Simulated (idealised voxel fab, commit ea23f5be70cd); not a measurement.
This section sets out a process module, namely voxel quadruple lines.
It is cross-section cut that appears here, measuring 215 nm in width, its square cells being 5 nm in size.
Throughout this document, each cross-section is represented as a grid of square cells and is presented as a sequence of bands enumerated from the top downward, where a band comprises one or more rows of cells. Heights first: top, then bottom, in nm. Then materials, left to right, each with a width in nm. "edge to edge" on a single material: fills the band edge to edge. "blank": empty space. Ref level 0: as-received wafer is one material below here. Bottom band extends down with no lower bound ("z 0 and below"). Quick explanation for "30->40": the width changes in equal steps down the rows of cells, from the first number in the band's top row to the second number in its bottom row. "nothing altered" means the step left every cell of the cross-section as it was. "Voids, enclosed" lists enclosed empty spaces (at least 8 cells, no open path upward to the top), each as width x height at distance from the left edge, in nm. What comes after the settings on a step's line is commentary from the simulator itself on that step. overlay nm: step with mask; distance mask lay right of planned place; negative value = left of planned place.
The following list gives the planned process steps:
| 1 | RECEIVE: material Si |
| 2 | CONFORMAL_DEP: material Al2O3, thk nm 10 |
| 3 | DIRECTIONAL_DEP: material W, thk nm 15 |
| 4 | DIRECTIONAL_DEP: material polySi, thk nm 20 |
| 5 | DIRECTIONAL_DEP: material aC, thk nm 20 |
| 6 | PATTERN: tone cover, mask id MANDREL, material resist, width nm 25, thk nm 25, overlay nm 0 |
| 7 | DIRECTIONAL_ETCH: etch materials aC, depth nm 20 |
| 8 | STRIP: etch materials resist |
| 9 | CONFORMAL_DEP: material SiO2, thk nm 15 |
| 10 | DIRECTIONAL_ETCH: etch materials SiO2, depth nm 15 |
| 11 | STRIP: etch materials aC |
| 12 | DIRECTIONAL_ETCH: etch materials polySi, depth nm 20 |
| 13 | STRIP: etch materials SiO2 |
| 14 | CONFORMAL_DEP: material SiCN, thk nm 5 |
| 15 | DIRECTIONAL_ETCH: etch materials SiCN, depth nm 5 |
| 16 | STRIP: etch materials polySi |
| 17 | DIRECTIONAL_ETCH: etch materials W, depth nm 15 |
| 18 | STRIP: etch materials SiCN |
| 19 | FILL_DEP: material SiO2, thk nm 5 |
| 20 | CMP: height nm 25 |
Wafer cross-section on receipt, i.e. after step 1:
* z 0 and below = Si edge to edge
* Voids, enclosed: none
Wafer at module end, in section. Began as above, planned as above, run with one mistake:
* z 25 to 10 = aC edge to edge
* z 10 to 0 = Al2O3 edge to edge
* z 0 and below = Si edge to edge
* Voids, enclosed: none
Processing error: step 3 did not use the planned setting and instead ran as DIRECTIONAL_DEP: material aC, thk nm 15
